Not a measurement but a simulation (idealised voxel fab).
The following process module bears the name voxel fin reveal.
cross-section cut | 150 nm wide | cells 5 nm
Think of the cross-section as a grid of square cells. We describe it in bands, top to bottom, and each band covers one or more rows of those cells.
Top height, bottom height, nm. Materials left to right, width each, nm. Single material + "throughout" = fills band edge to edge. "empty" = empty.
Heights are reckoned from 0. Under this level, the received wafer is all of one material. The bottommost band is open-ended downward, for example "0 nm and below".
You'd read "30 to 40" like this: the band's top row of cells is as wide as the first number, its bottom row is as wide as the second, and going down, every row changes width by the same amount as the row before did.
Where the words "no modification" appear for a step, the cross-section shows no cell changed by that step; every cell remained as before.
The label "Closed void catalog" introduces a list of the empty spaces, 8 cells or larger, that have no open way up to the top; each entry in it reads width x height at distance, where the distance is taken from the left edge and all three are stated in nm.
Heads up: the bit after the settings on a step's line is the simulator's remark on that step.
overlay nm, on a step with a mask: how far to the right of its planned place the mask lay; to the left if negative
**Process steps - plan**
1. RECEIVE (material Si)
2. CONFORMAL_DEP (material SiN; thk nm 10)
3. MASKED_ETCH (tone cover; mask id FINS; width nm 15; pitch nm 45; etch materials SiN; depth nm 10; overlay nm 0)
4. MASKED_ETCH (tone cover; mask id FINS; width nm 15; pitch nm 45; etch materials Si; depth nm 30; overlay nm 0)
5. OXIDIZE (depth nm 5)
6. FILL_DEP (material SiO2; thk nm 5)
7. CMP (height nm 10)
8. SELECTIVE_ETCH (etch materials SiO2; depth nm 30)
9. STRIP (etch materials SiN)
**Cross-section of the wafer upon arrival, representing the state reached after step 1**
* 0 nm and below = Si throughout
* Closed void catalog: none
**Sectioned view, first of two wafers, at the close of the module, processed as intended in the plan**
* 0 nm to -20 nm = 50 empty  5 Si  40 empty  5 Si  50 empty
* -20 nm to -35 nm = 50 SiO2  5 Si  40 SiO2  5 Si  50 SiO2
* -35 nm and below = Si throughout
* Closed void catalog: none
**Cross-sectional image of the second wafer of the two following completion of the module. Starting state and process plan were the same as for the first wafer; one execution error occurred**
* 0 nm to -20 nm = 50 empty  5 Si  40 empty  5 Si  50 empty
* -20 nm to -25 nm = 50 SiO2  5 Si  40 SiO2  5 Si  50 SiO2
* -25 nm and below = Si throughout
* Closed void catalog: none
What was the processing mistake? step 4 changed vs plan, executed as MASKED_ETCH (tone cover; mask id FINS; width nm 15; pitch nm 45; etch materials Si; depth nm 20; overlay nm 0)
Upon completion, the second wafer contains, in terms of cells, a greater or smaller amount of certain materials than the first wafer: Si: 56 more | SiO2: 56 fewer
